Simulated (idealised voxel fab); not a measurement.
Title: Process Module voxel transistor to metal
Cross-sectional view cut (width: 280 nm; square cell size: 5 nm).
Cross-sections here: square-cell grids, written as top-down lists of bands, a band being one or more rows of cells. Heights first: top, then bottom, in nm. Then materials, left to right, each with a width in nm. "all across" on a single material: fills the band edge to edge. "empty": empty space. Ref level 0: as-received wafer is one material below here. Bottom band extends down with no lower bound ("z 0 and below"). So if you see something like "30..40" for the width, read it as the top row of the band sitting at the first number and the bottom row at the second, with every row in between moving by the same amount as the last. Where the words "nothing changed" appear for a step, the cross-section shows no cell changed by that step; every cell remained as before. Voids not open to the top, 8 cells minimum: see "Non-vented voids". Written width x height at distance; distance is from the left edge; nm. Post-settings text on a step line: simulator's own remark regarding the step. "overlay nm" on a masked step: distance the mask lay right of its planned place, negative for left.

## Steps planned for the process
1,RECEIVE [material Si]
2,CONFORMAL_DEP [material SiO2] [thk nm 5]
3,CONFORMAL_DEP [material SiN] [thk nm 15]
4,DIRECTIONAL_DEP [material aC] [thk nm 10]
5,PATTERN [tone cover] [mask id ACTIVE] [material resist] [width nm 110] [pitch nm 130] [thk nm 25] [overlay nm 0]
6,DIRECTIONAL_ETCH [etch materials aC] [depth nm 10]
7,STRIP [etch materials resist]
8,DIRECTIONAL_ETCH [etch materials SiN] [depth nm 15]
9,DIRECTIONAL_ETCH [etch materials SiO2] [depth nm 5]
10,DIRECTIONAL_ETCH [etch materials Si] [depth nm 20]
11,STRIP [etch materials aC]
12,FILL_DEP [material SiO2] [thk nm 10]
13,CMP [height nm 20]
14,SELECTIVE_ETCH [etch materials SiO2] [depth nm 15]
15,STRIP [etch materials SiN]
16,SELECTIVE_ETCH [etch materials SiO2] [depth nm 5]
17,OXIDIZE [depth nm 5]
18,DIRECTIONAL_DEP [material polySi] [thk nm 25]
19,DIRECTIONAL_DEP [material SiCN] [thk nm 10]
20,MASKED_ETCH [tone cover] [mask id GATE] [width nm 20] [pitch nm 130] [etch materials SiCN] [depth nm 20] [overlay nm 0]
21,MASKED_ETCH [tone cover] [mask id GATE] [width nm 20] [pitch nm 130] [etch materials polySi] [depth nm 35] [overlay nm 0]
22,CONFORMAL_DEP [material SiN] [thk nm 5]
23,DIRECTIONAL_ETCH [etch materials SiN] [depth nm 5]
24,DIRECTIONAL_ETCH [etch materials SiO2] [depth nm 5]
25,DIRECTIONAL_ETCH [etch materials Si] [depth nm 10]
26,EPI [material SiGe] [thk nm 10]
27,FILL_DEP [material SiO2] [thk nm 10]
28,CMP [height nm 35]
29,DIRECTIONAL_DEP [material SiO2] [thk nm 10]
30,MASKED_ETCH [tone open] [mask id CONTACT] [width nm 20] [etch materials SiO2] [depth nm 50] [overlay nm 0]
31,CONFORMAL_DEP [material TiN] [thk nm 5]
32,FILL_DEP [material Ru] [thk nm 10]
33,CMP [height nm 45]
34,CONFORMAL_DEP [material SiCN] [thk nm 5]
35,DIRECTIONAL_DEP [material SiO2] [thk nm 20]
36,MASKED_ETCH [tone open] [mask id METAL_1] [width nm 20] [etch materials SiO2] [depth nm 20] [overlay nm 0]
37,MASKED_ETCH [tone open] [mask id METAL_1] [width nm 20] [etch materials SiCN] [depth nm 5] [overlay nm 0]
38,CONFORMAL_DEP [material TiN] [thk nm 5]
39,FILL_DEP [material W] [thk nm 5]
40,CMP [height nm 70]
41,EPI [material Ru] [thk nm 5]
42,FILL_DEP [material SiCN] [thk nm 5]
43,DIRECTIONAL_DEP [material lowk] [thk nm 25]
44,PATTERN [tone open] [mask id METAL_2] [material resist] [width nm 20] [pitch nm 130] [thk nm 15] [overlay nm 0]
45,DIRECTIONAL_ETCH [etch materials lowk] [depth nm 15]
46,STRIP [etch materials resist]
47,PATTERN [tone open] [mask id METAL_2_HOLES] [material resist] [width nm 15] [pitch nm 130] [thk nm 15] [overlay nm 0]
48,DIRECTIONAL_ETCH [etch materials lowk] [depth nm 10]
49,DIRECTIONAL_ETCH [etch materials SiCN] [depth nm 5]
50,STRIP [etch materials resist]
51,CONFORMAL_DEP [material TiN] [thk nm 5]
52,FILL_DEP [material Cu] [thk nm 5]
53,CMP [height nm 105]
54,CONFORMAL_DEP [material SiCN] [thk nm 5]

## Received-state cross-section, reflecting completion of step 1
    z 0 and below  Si all across
    Non-vented voids: none

## Final cross-section, module run with one mistake (start and plan as above)
    z 110 to 105  SiCN all across
    z 105 to 95  lowk (25) | TiN (5) | Cu (10) | TiN (5) | lowk (110) | TiN (5) | Cu (10) | TiN (5) | lowk (105)
    z 95 to 90  lowk (25) | TiN (5) | Cu (5) | TiN (10) | lowk (110) | TiN (5) | Cu (5) | TiN (10) | lowk (105)
    z 90 to 80  lowk (25) | TiN (5) | Cu (5) | TiN (5) | lowk (115) | TiN (5) | Cu (5) | TiN (5) | lowk (110)
    z 80 to 75  SiCN (25) | TiN (15) | SiCN (115) | TiN (15) | SiCN (110)
    z 75 to 70  SiCN (20) | Ru (30) | SiCN (50) | Ru (30) | SiCN (20) | Ru (30) | SiCN (50) | Ru (30) | SiCN (20)
    z 70 to 50  SiO2 (25) | TiN (5) | W (10) | TiN (5) | SiO2 (60) | TiN (5) | W (10) | TiN (5) | SiO2 (30) | TiN (5) | W (10) | TiN (5) | SiO2 (60) | TiN (5) | W (10) | TiN (5) | SiO2 (25)
    z 50 to 45  SiCN (25) | TiN (20) | SiCN (60) | TiN (20) | SiCN (30) | TiN (20) | SiCN (60) | TiN (20) | SiCN (25)
    z 45 to 35  SiO2 (25) | TiN (5) | Ru (10) | TiN (5) | SiO2 (60) | TiN (5) | Ru (10) | TiN (5) | SiO2 (30) | TiN (5) | Ru (10) | TiN (5) | SiO2 (60) | TiN (5) | Ru (10) | TiN (5) | SiO2 (25)
    z 35 to 25  SiO2 (25) | TiN (5) | Ru (10) | TiN (5) | SiO2 (15) | SiN (5) | SiCN (25) | SiN (5) | SiO2 (10) | TiN (5) | Ru (10) | TiN (5) | SiO2 (30) | TiN (5) | Ru (10) | TiN (5) | SiO2 (15) | SiN (5) | SiCN (25) | SiN (5) | SiO2 (10) | TiN (5) | Ru (10) | TiN (5) | SiO2 (25)
    z 25 to 5  SiO2 (25) | TiN (5) | Ru (10) | TiN (5) | SiO2 (15) | SiN (5) | polySi (25) | SiN (5) | SiO2 (10) | TiN (5) | Ru (10) | TiN (5) | SiO2 (30) | TiN (5) | Ru (10) | TiN (5) | SiO2 (15) | SiN (5) | polySi (25) | SiN (5) | SiO2 (10) | TiN (5) | Ru (10) | TiN (5) | SiO2 (25)
    z 5 to 0  SiO2 (25) | TiN (5) | Ru (10) | TiN (5) | SiO2 (5) | SiGe (10) | SiN (5) | polySi (25) | SiN (5) | SiGe (10) | TiN (5) | Ru (10) | TiN (5) | SiO2 (30) | TiN (5) | Ru (10) | TiN (5) | SiO2 (5) | SiGe (10) | SiN (5) | polySi (25) | SiN (5) | SiGe (10) | TiN (5) | Ru (10) | TiN (5) | SiO2 (25)
    z 0 to -5  SiO2 (25) | TiN (20) | SiO2 (5) | SiGe (10) | SiO2 (35) | SiGe (10) | TiN (20) | SiO2 (30) | TiN (20) | SiO2 (5) | SiGe (10) | SiO2 (35) | SiGe (10) | TiN (20) | SiO2 (25)
    z -5 to -15  SiO2 (20) | SiGe (40) | Si (35) | SiGe (35) | SiO2 (20) | SiGe (40) | Si (35) | SiGe (35) | SiO2 (20)
    z -15 to -20  SiO2 (20) | Si (110) | SiO2 (20) | Si (110) | SiO2 (20)
    z -20 and below  Si all across
    Non-vented voids: none
The plan and the run diverged here: step 20 changed vs plan, executed as MASKED_ETCH [tone cover] [mask id GATE] [width nm 25] [pitch nm 130] [etch materials SiCN] [depth nm 20] [overlay nm 0]
